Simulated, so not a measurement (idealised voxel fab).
Proc. module: voxel released beams
Square cells of 5 nm make up the cross-section cut, whose width is 175 nm.
Cross-section format: a grid of square cells, given as bands from top to bottom; each band is one or more rows of cells. Quick guide to a band line: top height, bottom height (nm) up front; then every material left to right with its width in nm. Only one material and it's marked "throughout"? Then it fills the band edge to edge. And "air" just means empty space. Below 0: as-received wafer, all one material; heights counted from there. Lowest band: no bottom, goes on down, written "0 and below". Quick explanation for "30..40": the width changes in equal steps down the rows of cells, from the first number in the band's top row to the second number in its bottom row. You'll sometimes find "remained the same" written for a step, and that's the way of saying that nowhere in the cross-section did a cell change during that step. "Cavities, sealed" lists enclosed empty spaces (at least 8 cells, no open path upward to the top), each as width x height at distance from the left edge, in nm. after a step's settings: what the simulator itself notes on the step. A step line may carry the setting "overlay nm", which, for steps involving a mask, states the distance by which the mask lay to the right of its intended position; negative values denote displacement to the left.
## Steps planned for the process
- 1: RECEIVE, material Si
- 2: CONFORMAL_DEP, material SiN, thk nm 5
- 3: DIRECTIONAL_DEP, material SiO2, thk nm 15
- 4: PATTERN, tone open, mask id ANCHOR, material resist, width nm 35, thk nm 15, overlay nm 0
- 5: DIRECTIONAL_ETCH, etch materials SiO2, depth nm 15
- 6: STRIP, etch materials resist
- 7: CONFORMAL_DEP, material W, thk nm 15
- 8: DIRECTIONAL_DEP, material aC, thk nm 10
- 9: PATTERN, tone cover, mask id BEAM, material resist, width nm 120, thk nm 25, overlay nm 0
- 10: DIRECTIONAL_ETCH, etch materials aC, depth nm 10
- 11: STRIP, etch materials resist
- 12: DIRECTIONAL_ETCH, etch materials W, depth nm 15
- 13: STRIP, etch materials aC
- 14: STRIP, etch materials SiO2
## First wafer, two in total, run as planned
## Incoming wafer in cross-section (state: after step 1)
- 0 and below | Si throughout
- Cavities, sealed: none
## Step 2 complete: cross-section through the wafer
- 5 down to 0 | SiN throughout
- Beneath the level 0, the cross-section is identical to its previous state.
## Step 3 complete: cross-section through the wafer
- 20 down to 5 | SiO2 throughout
- Beneath the level 5, the cross-section is identical to its previous state.
## Step 4 complete: cross-section through the wafer
- 35 down to 20 | resist (30) / air (35) / resist (110)
- Beneath the level 20, the cross-section is identical to its previous state.
## Step 5 complete: cross-section through the wafer
- 35 down to 20 | resist (30) / air (35) / resist (110)
- 20 down to 5 | SiO2 (30) / air (35) / SiO2 (110)
- Beneath the level 5, the cross-section is identical to its previous state.
## Step 6 complete: cross-section through the wafer
- 20 down to 5 | SiO2 (30) / air (35) / SiO2 (110)
- Beneath the level 5, the cross-section is identical to its previous state.
## Step 7 complete: cross-section through the wafer
- 35 down to 20 | W (45) / air (5) / W (125)
- 20 down to 5 | SiO2 (30) / W (35) / SiO2 (110)
- Beneath the level 5, the cross-section is identical to its previous state.
## Step 8 complete: cross-section through the wafer
- 45 down to 35 | aC (45) / air (5) / aC (125)
- 35 down to 30 | W (45) / air (5) / W (125)
- 30 down to 20 | W (45) / aC (5) / W (125)
- Beneath the level 20, the cross-section is identical to its previous state.
## Step 9 complete: cross-section through the wafer
- 70 down to 45 | air (25) / resist (120) / air (30)
- 45 down to 35 | aC (45) / resist (5) / aC (125)
- 35 down to 30 | W (45) / resist (5) / W (125)
- Beneath the level 30, the cross-section is identical to its previous state.
## Step 10 complete: cross-section through the wafer
- 60 down to 45 | air (25) / resist (120) / air (30)
- 45 down to 35 | air (25) / aC (20) / resist (5) / aC (95) / air (30)
- Beneath the level 35, the cross-section is identical to its previous state.
## Step 11 complete: cross-section through the wafer
- 45 down to 35 | air (25) / aC (20) / air (5) / aC (95) / air (30)
- 35 down to 30 | W (45) / air (5) / W (125)
- Beneath the level 30, the cross-section is identical to its previous state.
## Step 12 complete: cross-section through the wafer
- 45 down to 35 | air (25) / aC (20) / air (5) / aC (95) / air (30)
- 35 down to 30 | air (25) / W (20) / air (5) / W (95) / air (30)
- 30 down to 20 | air (25) / W (20) / aC (5) / W (95) / air (30)
- Beneath the level 20, the cross-section is identical to its previous state.
## Step 13 complete: cross-section through the wafer
- 35 down to 20 | air (25) / W (20) / air (5) / W (95) / air (30)
- Beneath the level 20, the cross-section is identical to its previous state.
## Step 14 complete: cross-section through the wafer
- 35 down to 20 | air (25) / W (20) / air (5) / W (95) / air (30)
- 20 down to 5 | air (30) / W (35) / air (110)
- Beneath the level 5, the cross-section is identical to its previous state.
## Wafer two. Identical start, identical plan. One mistake in execution. Identical history through step 6
## X-section, second wafer, when step 7 was due to finish
- 50 down to 20 | W throughout
- 20 down to 5 | SiO2 (30) / W (35) / SiO2 (110)
- Beneath the level 5, the cross-section is identical to its previous state.
## X-section, second wafer, when step 8 was due to finish
- 60 down to 50 | aC throughout
- Beneath the level 50, the cross-section is identical to its previous state.
## X-section, second wafer, when step 9 was due to finish
- 85 down to 60 | air (25) / resist (120) / air (30)
- Beneath the level 60, the cross-section is identical to its previous state.
## X-section, second wafer, when step 10 was due to finish
- 75 down to 60 | air (25) / resist (120) / air (30)
- 60 down to 50 | air (25) / aC (120) / air (30)
- Beneath the level 50, the cross-section is identical to its previous state.
## X-section, second wafer, when step 11 was due to finish
- 60 down to 50 | air (25) / aC (120) / air (30)
- Beneath the level 50, the cross-section is identical to its previous state.
## X-section, second wafer, when step 12 was due to finish
- 60 down to 50 | air (25) / aC (120) / air (30)
- 50 down to 35 | air (25) / W (120) / air (30)
- Beneath the level 35, the cross-section is identical to its previous state.
## X-section, second wafer, when step 13 was due to finish
- 50 down to 35 | air (25) / W (120) / air (30)
- Beneath the level 35, the cross-section is identical to its previous state.
X-section, second wafer, when step 14 was due to finish: remained the same
What broke from the plan during processing? step 7, plan: ran twice
The final cell counts differ between the wafers, with the second having more or fewer of some materials than the first: SiO2 +84; W +108
